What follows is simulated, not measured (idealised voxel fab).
Process module heading - voxel self aligned contacts
Cross-section cut: width 160 nm, square cells of 5 nm.
In this document a cross-section is written as a grid of square cells. It is given as a series of bands, listed from the top down, and a band is one or more rows of cells.
Look at the band entry: it leads with the top's height and the bottom's height in nm. Then it lists the materials left to right, with a width in nm for each. The word "all across" on a single material says that material fills the band edge to edge. The word "blank" is empty space.
Height datum 0, below which the as-received substrate wafer is one material. Lowest band open at the bottom, running downward: "z 0 and below".
The width entry "30 to 40" should be interpreted row by row: the top row of cells in the band takes the first number, the bottom row takes the second number, and the change between adjacent rows is uniform throughout.
Where the words "remains unaltered" appear for a step, the cross-section shows no cell changed by that step; every cell remained as before.
Basically, "Cavities, sealed" tells you about the enclosed voids: empty spaces with no open way to the top, 8 cells or bigger, each written width x height at distance, where distance is from the left edge, all in nm.
Text after the settings on a step's line: the simulator's own remark on that step.
Among the settings permitted on a step's line is "overlay nm"; applied to a step with a mask, it specifies the extent to which the mask lay to the right of its planned position, whereas a negative figure signifies a position to the left.

Steps planned for the process:
1: RECEIVE [material Si]
2: OXIDIZE [depth nm 5]
3: DIRECTIONAL_DEP [material polySi] [thk nm 25]
4: DIRECTIONAL_DEP [material SiN] [thk nm 20]
5: DIRECTIONAL_DEP [material aC] [thk nm 10]
6: PATTERN [tone cover] [mask id GATE] [material resist] [width nm 30] [pitch nm 75] [thk nm 25] [overlay nm 0]
7: DIRECTIONAL_ETCH [etch materials aC] [depth nm 10]
8: STRIP [etch materials resist]
9: DIRECTIONAL_ETCH [etch materials SiN] [depth nm 20]
10: DIRECTIONAL_ETCH [etch materials polySi] [depth nm 25]
11: STRIP [etch materials aC]
12: CONFORMAL_DEP [material SiN] [thk nm 10]
13: DIRECTIONAL_ETCH [etch materials SiN] [depth nm 10]
14: FILL_DEP [material SiO2] [thk nm 15]
15: CMP [height nm 50]
16: DIRECTIONAL_DEP [material aC] [thk nm 15]
17: PATTERN [tone open] [mask id CONTACT] [material resist] [width nm 55] [thk nm 35] [overlay nm 0]
18: DIRECTIONAL_ETCH [etch materials aC] [depth nm 15]
19: STRIP [etch materials resist]
20: DIRECTIONAL_ETCH [etch materials SiO2] [depth nm 55]
21: STRIP [etch materials aC]
22: CONFORMAL_DEP [material TiN] [thk nm 5]
23: FILL_DEP [material Ru] [thk nm 10]
24: CMP [height nm 50]
25: CONFORMAL_DEP [material SiCN] [thk nm 5]

Delivered wafer in cross-section: state after step 1:
- z 0 and below  Si all across
- Cavities, sealed: none

Below is the wafer in cross-section after the module was completed. It began from the starting point shown above and followed the plan shown above, except that one mistake was made while running it:
- z 55 to 50  SiCN all across
- z 50 to 45  SiO2=50  TiN=55  SiO2=55
- z 45 to 25  SiN=35  SiO2=10  SiN=65  SiO2=10  SiN=40
- z 25 to 0  polySi=25  SiN=10  SiO2=10  SiN=10  polySi=45  SiN=10  SiO2=10  SiN=10  polySi=30
- z 0 to -5  SiO2 all across
- z -5 and below  Si all across
- Cavities, sealed: none
So what did we get wrong on this run? rather than as planned, step 6 actually ran as PATTERN [tone open] [mask id GATE] [material resist] [width nm 30] [pitch nm 75] [thk nm 25] [overlay nm 0]
